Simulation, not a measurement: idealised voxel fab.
Module name: voxel trench capacitor (process module)
FYI the section here is cut, 220 nm wide, cells are 5 nm squares.
Just so we're on the same page, the cross-sections are grids of square cells, and they're listed out in bands top to bottom, each band one or more rows deep. First you get the band's top height and its bottom height, in nm, and then the materials it's made of, left to right, with each width in nm. If you see a single material with "full width", that one covers the band edge to edge. "empty" is empty space. Ref level 0: as-received wafer is one material below here. Bottom band extends down with no lower bound ("z 0 and below"). The two numbers in a width such as "30 to 40" mark its ends across the band: the first belongs to the top row of cells, the second to the bottom row, and from each row to the next the width moves by the same amount. "no change" after a step means that no cell of the cross-section changed. Fully sealed voids: empty space of 8 cells or more with no open way to the top, each as width x height at its distance from the left edge, in nm. Note: text after step settings on the step line = simulator remark on that step. overlay nm, on a step with a mask: how far to the right of its planned place the mask lay; to the left if negative.
PROCESS STEPS (PLANNED)
1. RECEIVE | material Si
2. CONFORMAL_DEP | material SiN | thk nm 10
3. DIRECTIONAL_DEP | material aC | thk nm 15
4. PATTERN | tone open | mask id TRENCH | material resist | width nm 20 | pitch nm 50 | thk nm 30 | overlay nm 0
5. DIRECTIONAL_ETCH | etch materials aC | depth nm 15
6. STRIP | etch materials resist
7. DIRECTIONAL_ETCH | etch materials SiN | depth nm 10
8. DIRECTIONAL_ETCH | etch materials Si | depth nm 30
9. STRIP | etch materials aC
10. CONFORMAL_DEP | material Al2O3 | thk nm 5
11. FILL_DEP | material polySi | thk nm 5
12. CMP | height nm 10
ACCOUNT OF THE FIRST OF TWO WAFERS, WHICH WAS PROCESSED AS INTENDED
INCOMING WAFER IN CROSS-SECTION (STATE: AFTER STEP 1)
* z 0 and below  Si full width
* Fully sealed voids: none
THE WAFER, SEEN IN CROSS-SECTION, AFTER STEP 2
* z 10 to 0  SiN full width
* Everything under 0 stays put, no change at all.
THE WAFER, SEEN IN CROSS-SECTION, AFTER STEP 3
* z 25 to 10  aC full width
* Everything under 10 stays put, no change at all.
THE WAFER, SEEN IN CROSS-SECTION, AFTER STEP 4
* z 55 to 25  75 nm resist, then 20 nm empty, then 30 nm resist, then 20 nm empty, then 75 nm resist
* Everything under 25 stays put, no change at all.
THE WAFER, SEEN IN CROSS-SECTION, AFTER STEP 5
* z 40 to 25  75 nm resist, then 20 nm empty, then 30 nm resist, then 20 nm empty, then 75 nm resist
* z 25 to 10  75 nm aC, then 20 nm empty, then 30 nm aC, then 20 nm empty, then 75 nm aC
* Everything under 10 stays put, no change at all.
THE WAFER, SEEN IN CROSS-SECTION, AFTER STEP 6
* z 25 to 10  75 nm aC, then 20 nm empty, then 30 nm aC, then 20 nm empty, then 75 nm aC
* Everything under 10 stays put, no change at all.
THE WAFER, SEEN IN CROSS-SECTION, AFTER STEP 7
* z 25 to 10  75 nm aC, then 20 nm empty, then 30 nm aC, then 20 nm empty, then 75 nm aC
* z 10 to 0  75 nm SiN, then 20 nm empty, then 30 nm SiN, then 20 nm empty, then 75 nm SiN
* Everything under 0 stays put, no change at all.
THE WAFER, SEEN IN CROSS-SECTION, AFTER STEP 8
* z 25 to 10  75 nm aC, then 20 nm empty, then 30 nm aC, then 20 nm empty, then 75 nm aC
* z 10 to 0  75 nm SiN, then 20 nm empty, then 30 nm SiN, then 20 nm empty, then 75 nm SiN
* z 0 to -30  75 nm Si, then 20 nm empty, then 30 nm Si, then 20 nm empty, then 75 nm Si
* Everything under -30 stays put, no change at all.
THE WAFER, SEEN IN CROSS-SECTION, AFTER STEP 9
* z 10 to 0  75 nm SiN, then 20 nm empty, then 30 nm SiN, then 20 nm empty, then 75 nm SiN
* Everything under 0 stays put, no change at all.
THE WAFER, SEEN IN CROSS-SECTION, AFTER STEP 10
* z 15 to 10  80 nm Al2O3, then 10 nm empty, then 40 nm Al2O3, then 10 nm empty, then 80 nm Al2O3
* z 10 to 0  75 nm SiN, then 5 nm Al2O3, then 10 nm empty, then 5 nm Al2O3, then 30 nm SiN, then 5 nm Al2O3, then 10 nm empty, then 5 nm Al2O3, then 75 nm SiN
* z 0 to -25  75 nm Si, then 5 nm Al2O3, then 10 nm empty, then 5 nm Al2O3, then 30 nm Si, then 5 nm Al2O3, then 10 nm empty, then 5 nm Al2O3, then 75 nm Si
* z -25 to -30  75 nm Si, then 20 nm Al2O3, then 30 nm Si, then 20 nm Al2O3, then 75 nm Si
* Everything under -30 stays put, no change at all.
THE WAFER, SEEN IN CROSS-SECTION, AFTER STEP 11
* z 20 to 15  polySi full width
* z 15 to 10  80 nm Al2O3, then 10 nm polySi, then 40 nm Al2O3, then 10 nm polySi, then 80 nm Al2O3
* z 10 to 0  75 nm SiN, then 5 nm Al2O3, then 10 nm polySi, then 5 nm Al2O3, then 30 nm SiN, then 5 nm Al2O3, then 10 nm polySi, then 5 nm Al2O3, then 75 nm SiN
* z 0 to -25  75 nm Si, then 5 nm Al2O3, then 10 nm polySi, then 5 nm Al2O3, then 30 nm Si, then 5 nm Al2O3, then 10 nm polySi, then 5 nm Al2O3, then 75 nm Si
* Everything under -25 stays put, no change at all.
THE WAFER, SEEN IN CROSS-SECTION, AFTER STEP 12
* z 10 to 0  75 nm SiN, then 5 nm Al2O3, then 10 nm polySi, then 5 nm Al2O3, then 30 nm SiN, then 5 nm Al2O3, then 10 nm polySi, then 5 nm Al2O3, then 75 nm SiN
* Everything under 0 stays put, no change at all.
WAFER TWO OF THE PAIR: SAME ORIGIN, SAME PLAN, ONE ERROR DURING THE RUN; IDENTICAL TO WAFER ONE UP TO AND INCLUDING STEP 7
CROSS-SECTION, SECOND WAFER, AT THE END TIME THE PLAN GIVES FOR STEP 8
* z 10 to 0  75 nm SiN, then 20 nm empty, then 30 nm SiN, then 20 nm empty, then 75 nm SiN
* Everything under 0 stays put, no change at all.
CROSS-SECTION, SECOND WAFER, AT THE END TIME THE PLAN GIVES FOR STEP 9
* z 10 to 0  75 nm SiN, then 20 nm empty, then 30 nm SiN, then 20 nm empty, then 75 nm SiN
* z 0 to -30  75 nm Si, then 20 nm empty, then 30 nm Si, then 20 nm empty, then 75 nm Si
* Everything under -30 stays put, no change at all.
CROSS-SECTION, SECOND WAFER, AT THE END TIME THE PLAN GIVES FOR STEP 10
* z 15 to 10  80 nm Al2O3, then 10 nm empty, then 40 nm Al2O3, then 10 nm empty, then 80 nm Al2O3
* z 10 to 0  75 nm SiN, then 5 nm Al2O3, then 10 nm empty, then 5 nm Al2O3, then 30 nm SiN, then 5 nm Al2O3, then 10 nm empty, then 5 nm Al2O3, then 75 nm SiN
* z 0 to -25  75 nm Si, then 5 nm Al2O3, then 10 nm empty, then 5 nm Al2O3, then 30 nm Si, then 5 nm Al2O3, then 10 nm empty, then 5 nm Al2O3, then 75 nm Si
* z -25 to -30  75 nm Si, then 20 nm Al2O3, then 30 nm Si, then 20 nm Al2O3, then 75 nm Si
* Everything under -30 stays put, no change at all.
CROSS-SECTION, SECOND WAFER, AT THE END TIME THE PLAN GIVES FOR STEP 11
* z 20 to 15  polySi full width
* z 15 to 10  80 nm Al2O3, then 10 nm polySi, then 40 nm Al2O3, then 10 nm polySi, then 80 nm Al2O3
* z 10 to 0  75 nm SiN, then 5 nm Al2O3, then 10 nm polySi, then 5 nm Al2O3, then 30 nm SiN, then 5 nm Al2O3, then 10 nm polySi, then 5 nm Al2O3, then 75 nm SiN
* z 0 to -25  75 nm Si, then 5 nm Al2O3, then 10 nm polySi, then 5 nm Al2O3, then 30 nm Si, then 5 nm Al2O3, then 10 nm polySi, then 5 nm Al2O3, then 75 nm Si
* Everything under -25 stays put, no change at all.
CROSS-SECTION, SECOND WAFER, AT THE END TIME THE PLAN GIVES FOR STEP 12
* z 10 to 0  75 nm SiN, then 5 nm Al2O3, then 10 nm polySi, then 5 nm Al2O3, then 30 nm SiN, then 5 nm Al2O3, then 10 nm polySi, then 5 nm Al2O3, then 75 nm SiN
* Everything under 0 stays put, no change at all.
Run error: it was found that steps 8 and 9 of the process plan had been performed in exchanged positions
Final cross-sections of the two wafers are identical, so the mistake has no effect on what this model computes.
